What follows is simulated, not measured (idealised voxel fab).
process module | voxel capacitor over wiring
cross-section cut | 235 nm wide | cells 5 nm
A cross-section is a grid of square cells, given in bands from the top down. A band is one or more rows of cells.
Each band's line starts with the height of the band's top and of its bottom, in nm. Then come its materials from left to right, each with its width in nm. One material with "throughout" fills the band from edge to edge. "air" is empty space.
Height 0 is the level under which the wafer as received is all one material. The lowest band goes on downwards, as in "0 down".
A width such as "30 to 40" changes by the same amount from each row of cells to the next, from the band's top row to its bottom row.
"no change" after a step means that no cell of the cross-section changed.
closed voids: empty space of 8 cells or more with no open way to the top, each as width x height at its distance from the left edge, in nm
after a step's settings: what the simulator itself notes on the step
overlay nm, on a step with a mask: how far to the right of its planned place the mask lay; to the left if negative
plan
1 op RECEIVE | material Si
2 op CONFORMAL_DEP | material SiO2 | thk nm 10
3 op CONFORMAL_DEP | material SiCN | thk nm 5
4 op DIRECTIONAL_DEP | material lowk | thk nm 15
5 op MASKED_ETCH | tone open | mask id METAL_1 | width nm 25 | pitch nm 90 | etch materials lowk | depth nm 15 | overlay nm 0
6 op MASKED_ETCH | tone open | mask id METAL_1 | width nm 25 | pitch nm 90 | etch materials SiCN | depth nm 5 | overlay nm 0
7 op CONFORMAL_DEP | material TiN | thk nm 5
8 op FILL_DEP | material Ru | thk nm 5
9 op CMP | height nm 30
10 op CONFORMAL_DEP | material SiCN | thk nm 5
11 op DIRECTIONAL_DEP | material SiO2 | thk nm 10
12 op DIRECTIONAL_DEP | material aC | thk nm 10
13 op PATTERN | tone open | mask id PLUG_1 | material resist | width nm 15 | thk nm 25 | overlay nm 0
14 op DIRECTIONAL_ETCH | etch materials aC | depth nm 10
15 op STRIP | etch materials resist
16 op DIRECTIONAL_ETCH | etch materials SiO2 | depth nm 10
17 op DIRECTIONAL_ETCH | etch materials SiCN | depth nm 5
18 op STRIP | etch materials aC
19 op EPI | material Ru | thk nm 10
20 op EPI | material Ru | thk nm 5
21 op DIRECTIONAL_DEP | material TiN | thk nm 10
22 op DIRECTIONAL_DEP | material Al2O3 | thk nm 5
23 op DIRECTIONAL_DEP | material TiN | thk nm 5
24 op MASKED_ETCH | tone cover | mask id UPPER_PLATE | width nm 70 | etch materials TiN | depth nm 5 | overlay nm 0
25 op MASKED_ETCH | tone cover | mask id UPPER_PLATE | width nm 70 | etch materials Al2O3 | depth nm 5 | overlay nm 0
26 op MASKED_ETCH | tone cover | mask id LOWER_PLATE | width nm 80 | etch materials TiN | depth nm 10 | overlay nm 0
27 op FILL_DEP | material SiO2 | thk nm 20
28 op CMP | height nm 80
29 op MASKED_ETCH | tone open | mask id PLUG_2 | width nm 15 | etch materials SiO2 | depth nm 15 | overlay nm 0
30 op CONFORMAL_DEP | material TiN | thk nm 5
31 op FILL_DEP | material W | thk nm 10
32 op CMP | height nm 80
33 op CONFORMAL_DEP | material SiN | thk nm 5
first wafer, as planned
as received, after step 1
  0 down: Si throughout
  closed voids: none
after step 2
  10 to 0: SiO2 throughout
  below 0: unchanged
after step 3
  15 to 10: SiCN throughout
  below 10: unchanged
after step 4
  30 to 15: lowk throughout
  below 15: unchanged
after step 5
  30 to 15: lowk 60 | air 25 | lowk 65 | air 25 | lowk 60
  below 15: unchanged
after step 6
  30 to 15: lowk 60 | air 25 | lowk 65 | air 25 | lowk 60
  15 to 10: SiCN 60 | air 25 | SiCN 65 | air 25 | SiCN 60
  below 10: unchanged
after step 7
  35 to 30: TiN 65 | air 15 | TiN 75 | air 15 | TiN 65
  30 to 15: lowk 60 | TiN 5 | air 15 | TiN 5 | lowk 65 | TiN 5 | air 15 | TiN 5 | lowk 60
  15 to 10: SiCN 60 | TiN 25 | SiCN 65 | TiN 25 | SiCN 60
  below 10: unchanged
after step 8
  40 to 35: Ru throughout
  35 to 30: TiN 65 | Ru 15 | TiN 75 | Ru 15 | TiN 65
  30 to 15: lowk 60 | TiN 5 | Ru 15 | TiN 5 | lowk 65 | TiN 5 | Ru 15 | TiN 5 | lowk 60
  below 15: unchanged
after step 9
  30 to 15: lowk 60 | TiN 5 | Ru 15 | TiN 5 | lowk 65 | TiN 5 | Ru 15 | TiN 5 | lowk 60
  below 15: unchanged
after step 10
  35 to 30: SiCN throughout
  below 30: unchanged
after step 11
  45 to 35: SiO2 throughout
  below 35: unchanged
after step 12
  55 to 45: aC throughout
  below 45: unchanged
after step 13
  80 to 55: resist 70 | air 15 | resist 150
  below 55: unchanged
after step 14
  70 to 55: resist 70 | air 15 | resist 150
  55 to 45: aC 70 | air 15 | aC 150
  below 45: unchanged
after step 15
  55 to 45: aC 70 | air 15 | aC 150
  below 45: unchanged
after step 16
  55 to 45: aC 70 | air 15 | aC 150
  45 to 35: SiO2 70 | air 15 | SiO2 150
  below 35: unchanged
after step 17
  55 to 45: aC 70 | air 15 | aC 150
  45 to 35: SiO2 70 | air 15 | SiO2 150
  35 to 30: SiCN 70 | air 15 | SiCN 150
  below 30: unchanged
after step 18
  45 to 35: SiO2 70 | air 15 | SiO2 150
  below 35: unchanged
after step 19
  45 to 40: SiO2 70 | air 15 | SiO2 150
  40 to 35: SiO2 70 | Ru 15 | SiO2 150
  35 to 30: SiCN 70 | Ru 15 | SiCN 150
  below 30: unchanged
after step 20
  45 to 35: SiO2 70 | Ru 15 | SiO2 150
  below 35: unchanged
after step 21
  55 to 45: TiN throughout
  below 45: unchanged
after step 22
  60 to 55: Al2O3 throughout
  below 55: unchanged
after step 23
  65 to 60: TiN throughout
  below 60: unchanged
after step 24
  65 to 60: air 70 | TiN 70 | air 95
  below 60: unchanged
after step 25
  65 to 60: air 70 | TiN 70 | air 95
  60 to 55: air 70 | Al2O3 70 | air 95
  below 55: unchanged
after step 26
  65 to 60: air 70 | TiN 70 | air 95
  60 to 55: air 70 | Al2O3 70 | air 95
  55 to 45: air 65 | TiN 80 | air 90
  below 45: unchanged
after step 27
  85 to 65: SiO2 throughout
  65 to 60: SiO2 70 | TiN 70 | SiO2 95
  60 to 55: SiO2 70 | Al2O3 70 | SiO2 95
  55 to 45: SiO2 65 | TiN 80 | SiO2 90
  below 45: unchanged
after step 28
  80 to 65: SiO2 throughout
  below 65: unchanged
after step 29
  80 to 65: SiO2 80 | air 15 | SiO2 140
  below 65: unchanged
after step 30
  85 to 80: TiN 85 | air 5 | TiN 145
  80 to 70: SiO2 80 | TiN 5 | air 5 | TiN 5 | SiO2 140
  70 to 60: SiO2 80 to 70 | TiN 15 to 70 | SiO2 140 to 95
  below 60: unchanged
after step 31
  95 to 85: W throughout
  85 to 80: TiN 85 | W 5 | TiN 145
  80 to 70: SiO2 80 | TiN 5 | W 5 | TiN 5 | SiO2 140
  below 70: unchanged
after step 32
  80 to 70: SiO2 80 | TiN 5 | W 5 | TiN 5 | SiO2 140
  below 70: unchanged
after step 33
  85 to 80: SiN throughout
  below 80: unchanged
second wafer: like start, like plan, one mistake. Through step 10 it matches the first wafer
when step 11 should have ended
  50 to 35: SiO2 throughout
  below 35: unchanged
when step 12 should have ended
  60 to 50: aC throughout
  below 50: unchanged
when step 13 should have ended
  85 to 60: resist 70 | air 15 | resist 150
  below 60: unchanged
when step 14 should have ended
  75 to 60: resist 70 | air 15 | resist 150
  60 to 50: aC 70 | air 15 | aC 150
  below 50: unchanged
when step 15 should have ended
  60 to 50: aC 70 | air 15 | aC 150
  below 50: unchanged
when step 16 should have ended
  60 to 50: aC 70 | air 15 | aC 150
  50 to 40: SiO2 70 | air 15 | SiO2 150
  below 40: unchanged
when step 17 should have ended: no change
when step 18 should have ended
  50 to 40: SiO2 70 | air 15 | SiO2 150
  below 40: unchanged
when step 19 should have ended: no change
when step 20 should have ended: no change
when step 21 should have ended
  60 to 50: TiN 70 | air 15 | TiN 150
  50 to 40: SiO2 70 | TiN 15 | SiO2 150
  below 40: unchanged
when step 22 should have ended
  65 to 60: Al2O3 70 | air 15 | Al2O3 150
  60 to 55: TiN 70 | air 15 | TiN 150
  55 to 50: TiN 70 | Al2O3 15 | TiN 150
  below 50: unchanged
when step 23 should have ended
  70 to 65: TiN 70 | air 15 | TiN 150
  65 to 60: Al2O3 70 | air 15 | Al2O3 150
  60 to 55: TiN throughout
  below 55: unchanged
when step 24 should have ended
  70 to 65: air 85 | TiN 55 | air 95
  below 65: unchanged
when step 25 should have ended
  70 to 65: air 85 | TiN 55 | air 95
  65 to 60: air 85 | Al2O3 55 | air 95
  below 60: unchanged
when step 26 should have ended
  70 to 65: air 85 | TiN 55 | air 95
  65 to 60: air 85 | Al2O3 55 | air 95
  60 to 55: air 65 | TiN 80 | air 90
  55 to 50: air 65 | TiN 5 | Al2O3 15 | TiN 60 | air 90
  below 50: unchanged
when step 27 should have ended
  90 to 70: SiO2 throughout
  70 to 65: SiO2 85 | TiN 55 | SiO2 95
  65 to 60: SiO2 85 | Al2O3 55 | SiO2 95
  60 to 55: SiO2 65 | TiN 80 | SiO2 90
  55 to 50: SiO2 65 | TiN 5 | Al2O3 15 | TiN 60 | SiO2 90
  below 50: unchanged
when step 28 should have ended
  80 to 70: SiO2 throughout
  below 70: unchanged
when step 29 should have ended
  80 to 70: SiO2 80 | air 15 | SiO2 140
  70 to 65: SiO2 80 | air 5 | TiN 55 | SiO2 95
  below 65: unchanged
when step 30 should have ended
  85 to 80: TiN 85 | air 5 | TiN 145
  80 to 75: SiO2 80 | TiN 5 | air 5 | TiN 5 | SiO2 140
  75 to 65: SiO2 80 | TiN 15 to 60 | SiO2 140 to 95
  below 65: unchanged
when step 31 should have ended
  95 to 85: W throughout
  85 to 80: TiN 85 | W 5 | TiN 145
  80 to 75: SiO2 80 | TiN 5 | W 5 | TiN 5 | SiO2 140
  below 75: unchanged
when step 32 should have ended
  80 to 75: SiO2 80 | TiN 5 | W 5 | TiN 5 | SiO2 140
  below 75: unchanged
when step 33 should have ended
  85 to 80: SiN throughout
  below 80: unchanged
what went wrong: step 11 ran as: op DIRECTIONAL_DEP | material SiO2 | thk nm 15
at the end the second wafer has, in cells: 9 fewer of Ru | 3 more of SiCN | 8 more of SiO2 | 1 fewer of TiN | 1 fewer of W
